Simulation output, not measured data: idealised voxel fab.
This section sets out a process module, namely voxel capacitor over wiring.
Pictured: cross-section cut, 170 nm wide, on a grid of 5 nm square cells.
Notation: cross-section as square-cell grid; stated in bands, top first, going down; one or more cell rows per band. Basically the band line says how high the top is and how high the bottom is, in nm, and then what's in it from left to right, every material with its width in nm. Empty space shows up as "blank", and if a single material carries "throughout" it runs the full band edge to edge. Ref level 0: as-received wafer is one material below here. Bottom band extends down with no lower bound ("from 0 down"). Top row gets the first number, bottom row gets the second, and each row in between changes by the same step: that is how a band width like "30->40" works. The cross-section has no changed cell in any step marked "stayed the same". The list in "Sealed void inventory" covers empty spaces of 8 cells or more that cannot reach the top through any open way, and it gives each as width x height at distance; the distance is from the left edge, and width, height and distance are in nm. Post-settings text on a step line: simulator's own remark regarding the step. If you see "overlay nm" on a step's line and that step has a mask, it's telling you how far right of where it was planned the mask ended up; a negative number means it went left instead.
### Set out below are the planned steps of the process
1 RECEIVE, material Si
2 CONFORMAL_DEP, material SiO2, thk nm 10
3 CONFORMAL_DEP, material SiCN, thk nm 5
4 DIRECTIONAL_DEP, material lowk, thk nm 25
5 MASKED_ETCH, tone open, mask id METAL_1, width nm 30, pitch nm 100, etch materials lowk, depth nm 25, overlay nm 0
6 MASKED_ETCH, tone open, mask id METAL_1, width nm 30, pitch nm 100, etch materials SiCN, depth nm 5, overlay nm 0
7 CONFORMAL_DEP, material TiN, thk nm 5
8 FILL_DEP, material Ru, thk nm 5
9 CMP, height nm 40
10 CONFORMAL_DEP, material SiCN, thk nm 5
11 DIRECTIONAL_DEP, material SiO2, thk nm 10
12 DIRECTIONAL_DEP, material aC, thk nm 10
13 PATTERN, tone open, mask id PLUG_1, material resist, width nm 15, thk nm 30, overlay nm 0
14 DIRECTIONAL_ETCH, etch materials aC, depth nm 10
15 STRIP, etch materials resist
16 DIRECTIONAL_ETCH, etch materials SiO2, depth nm 10
17 DIRECTIONAL_ETCH, etch materials SiCN, depth nm 5
18 STRIP, etch materials aC
19 EPI, material Ru, thk nm 10
20 EPI, material Ru, thk nm 5
21 DIRECTIONAL_DEP, material TiN, thk nm 5
22 DIRECTIONAL_DEP, material SiN, thk nm 5
23 DIRECTIONAL_DEP, material TiN, thk nm 5
24 DIRECTIONAL_DEP, material aC, thk nm 10
25 PATTERN, tone cover, mask id UPPER_PLATE, material resist, width nm 75, thk nm 30, overlay nm 0
26 DIRECTIONAL_ETCH, etch materials aC, depth nm 10
27 STRIP, etch materials resist
28 DIRECTIONAL_ETCH, etch materials TiN, depth nm 5
29 DIRECTIONAL_ETCH, etch materials SiN, depth nm 5
30 STRIP, etch materials aC
31 PATTERN, tone cover, mask id LOWER_PLATE, material resist, width nm 85, thk nm 20, overlay nm 0
32 DIRECTIONAL_ETCH, etch materials TiN, depth nm 5
33 STRIP, etch materials resist
34 FILL_DEP, material SiO2, thk nm 20
35 CMP, height nm 85
36 PATTERN, tone open, mask id PLUG_2, material resist, width nm 15, thk nm 15, overlay nm 0
37 DIRECTIONAL_ETCH, etch materials SiO2, depth nm 15
38 STRIP, etch materials resist
39 CONFORMAL_DEP, material TiN, thk nm 5
40 FILL_DEP, material W, thk nm 10
41 CMP, height nm 85
42 CONFORMAL_DEP, material SiN, thk nm 5
### The first of two wafers, run as planned
### Received-state cross-section, reflecting completion of step 1
  from 0 down  Si throughout
  Sealed void inventory: none
### The wafer in cross-section once step 2 is complete
  from 10 to 0  SiO2 throughout
  Below 0, no change.
### The wafer in cross-section once step 3 is complete
  from 15 to 10  SiCN throughout
  Below 10, no change.
### The wafer in cross-section once step 4 is complete
  from 40 to 15  lowk throughout
  Below 15, no change.
### The wafer in cross-section once step 5 is complete
  from 40 to 15  lowk=20; blank=30; lowk=70; blank=30; lowk=20
  Below 15, no change.
### The wafer in cross-section once step 6 is complete
  from 40 to 15  lowk=20; blank=30; lowk=70; blank=30; lowk=20
  from 15 to 10  SiCN=20; blank=30; SiCN=70; blank=30; SiCN=20
  Below 10, no change.
### The wafer in cross-section once step 7 is complete
  from 45 to 40  TiN=25; blank=20; TiN=80; blank=20; TiN=25
  from 40 to 15  lowk=20; TiN=5; blank=20; TiN=5; lowk=70; TiN=5; blank=20; TiN=5; lowk=20
  from 15 to 10  SiCN=20; TiN=30; SiCN=70; TiN=30; SiCN=20
  Below 10, no change.
### The wafer in cross-section once step 8 is complete
  from 50 to 45  Ru throughout
  from 45 to 40  TiN=25; Ru=20; TiN=80; Ru=20; TiN=25
  from 40 to 15  lowk=20; TiN=5; Ru=20; TiN=5; lowk=70; TiN=5; Ru=20; TiN=5; lowk=20
  Below 15, no change.
### The wafer in cross-section once step 9 is complete
  from 40 to 15  lowk=20; TiN=5; Ru=20; TiN=5; lowk=70; TiN=5; Ru=20; TiN=5; lowk=20
  Below 15, no change.
### The wafer in cross-section once step 10 is complete
  from 45 to 40  SiCN throughout
  Below 40, no change.
### The wafer in cross-section once step 11 is complete
  from 55 to 45  SiO2 throughout
  Below 45, no change.
### The wafer in cross-section once step 12 is complete
  from 65 to 55  aC throughout
  Below 55, no change.
### The wafer in cross-section once step 13 is complete
  from 95 to 65  resist=35; blank=15; resist=120
  Below 65, no change.
### The wafer in cross-section once step 14 is complete
  from 85 to 65  resist=35; blank=15; resist=120
  from 65 to 55  aC=35; blank=15; aC=120
  Below 55, no change.
### The wafer in cross-section once step 15 is complete
  from 65 to 55  aC=35; blank=15; aC=120
  Below 55, no change.
### The wafer in cross-section once step 16 is complete
  from 65 to 55  aC=35; blank=15; aC=120
  from 55 to 45  SiO2=35; blank=15; SiO2=120
  Below 45, no change.
### The wafer in cross-section once step 17 is complete
  from 65 to 55  aC=35; blank=15; aC=120
  from 55 to 45  SiO2=35; blank=15; SiO2=120
  from 45 to 40  SiCN=35; blank=15; SiCN=120
  Below 40, no change.
### The wafer in cross-section once step 18 is complete
  from 55 to 45  SiO2=35; blank=15; SiO2=120
  Below 45, no change.
### The wafer in cross-section once step 19 is complete
  from 55 to 50  SiO2=35; blank=15; SiO2=120
  from 50 to 45  SiO2=35; Ru=15; SiO2=120
  from 45 to 40  SiCN=35; Ru=15; SiCN=120
  Below 40, no change.
### The wafer in cross-section once step 20 is complete
  from 55 to 45  SiO2=35; Ru=15; SiO2=120
  Below 45, no change.
### The wafer in cross-section once step 21 is complete
  from 60 to 55  TiN throughout
  Below 55, no change.
### The wafer in cross-section once step 22 is complete
  from 65 to 60  SiN throughout
  Below 60, no change.
### The wafer in cross-section once step 23 is complete
  from 70 to 65  TiN throughout
  Below 65, no change.
### The wafer in cross-section once step 24 is complete
  from 80 to 70  aC throughout
  Below 70, no change.
### The wafer in cross-section once step 25 is complete
  from 110 to 80  blank=35; resist=75; blank=60
  Below 80, no change.
### The wafer in cross-section once step 26 is complete
  from 100 to 80  blank=35; resist=75; blank=60
  from 80 to 70  blank=35; aC=75; blank=60
  Below 70, no change.
### The wafer in cross-section once step 27 is complete
  from 80 to 70  blank=35; aC=75; blank=60
  Below 70, no change.
### The wafer in cross-section once step 28 is complete
  from 80 to 70  blank=35; aC=75; blank=60
  from 70 to 65  blank=35; TiN=75; blank=60
  Below 65, no change.
### The wafer in cross-section once step 29 is complete
  from 80 to 70  blank=35; aC=75; blank=60
  from 70 to 65  blank=35; TiN=75; blank=60
  from 65 to 60  blank=35; SiN=75; blank=60
  Below 60, no change.
### The wafer in cross-section once step 30 is complete
  from 70 to 65  blank=35; TiN=75; blank=60
  Below 65, no change.
### The wafer in cross-section once step 31 is complete
  from 90 to 70  blank=30; resist=85; blank=55
  from 70 to 65  blank=30; resist=5; TiN=75; resist=5; blank=55
  from 65 to 60  blank=30; resist=5; SiN=75; resist=5; blank=55
  Below 60, no change.
### The wafer in cross-section once step 32 is complete
  from 90 to 70  blank=30; resist=85; blank=55
  from 70 to 65  blank=30; resist=5; TiN=75; resist=5; blank=55
  from 65 to 60  blank=30; resist=5; SiN=75; resist=5; blank=55
  from 60 to 55  blank=30; TiN=85; blank=55
  Below 55, no change.
### The wafer in cross-section once step 33 is complete
  from 70 to 65  blank=35; TiN=75; blank=60
  from 65 to 60  blank=35; SiN=75; blank=60
  Below 60, no change.
### The wafer in cross-section once step 34 is complete
  from 90 to 70  SiO2 throughout
  from 70 to 65  SiO2=35; TiN=75; SiO2=60
  from 65 to 60  SiO2=35; SiN=75; SiO2=60
  from 60 to 55  SiO2=30; TiN=85; SiO2=55
  Below 55, no change.
### The wafer in cross-section once step 35 is complete
  from 85 to 70  SiO2 throughout
  Below 70, no change.
### The wafer in cross-section once step 36 is complete
  from 100 to 85  resist=45; blank=15; resist=110
  Below 85, no change.
### The wafer in cross-section once step 37 is complete
  from 100 to 85  resist=45; blank=15; resist=110
  from 85 to 70  SiO2=45; blank=15; SiO2=110
  Below 70, no change.
### The wafer in cross-section once step 38 is complete
  from 85 to 70  SiO2=45; blank=15; SiO2=110
  Below 70, no change.
### The wafer in cross-section once step 39 is complete
  from 90 to 85  TiN=50; blank=5; TiN=115
  from 85 to 75  SiO2=45; TiN=5; blank=5; TiN=5; SiO2=110
  from 75 to 65  SiO2=45->35; TiN=15->75; SiO2=110->60
  Below 65, no change.
### The wafer in cross-section once step 40 is complete
  from 100 to 90  W throughout
  from 90 to 85  TiN=50; W=5; TiN=115
  from 85 to 75  SiO2=45; TiN=5; W=5; TiN=5; SiO2=110
  Below 75, no change.
### The wafer in cross-section once step 41 is complete
  from 85 to 75  SiO2=45; TiN=5; W=5; TiN=5; SiO2=110
  Below 75, no change.
### The wafer in cross-section once step 42 is complete
  from 90 to 85  SiN throughout
  Below 85, no change.
### Regarding the second of the two wafers: it shared the first wafer's starting condition and process plan, yet one error occurred during its execution. Its history coincides with that of the first wafer up to and including step 34
### The second wafer in cross-section, at the planned close of step 35
  from 75 to 70  SiO2 throughout
  Below 70, no change.
### The second wafer in cross-section, at the planned close of step 36
  from 90 to 75  resist=45; blank=15; resist=110
  Below 75, no change.
### The second wafer in cross-section, at the planned close of step 37
  from 90 to 75  resist=45; blank=15; resist=110
  from 75 to 70  SiO2=45; blank=15; SiO2=110
  Below 70, no change.
### The second wafer in cross-section, at the planned close of step 38
  from 75 to 70  SiO2=45; blank=15; SiO2=110
  Below 70, no change.
### The second wafer in cross-section, at the planned close of step 39
  from 80 to 75  TiN=50; blank=5; TiN=115
  from 75 to 65  SiO2=45->35; TiN=15->75; SiO2=110->60
  Below 65, no change.
### The second wafer in cross-section, at the planned close of step 40
  from 90 to 80  W throughout
  from 80 to 75  TiN=50; W=5; TiN=115
  Below 75, no change.
### The second wafer in cross-section, at the planned close of step 41
  from 85 to 80  W throughout
  Below 80, no change.
### The second wafer in cross-section, at the planned close of step 42
  from 90 to 85  SiN throughout
  Below 85, no change.
Against the plan, the run slipped here: step 35 changed vs plan, executed as CMP, height nm 75
Materials where the second wafer ends with more or fewer cells than the first: SiO2: 62 fewer; TiN: 29 more; W: 33 more
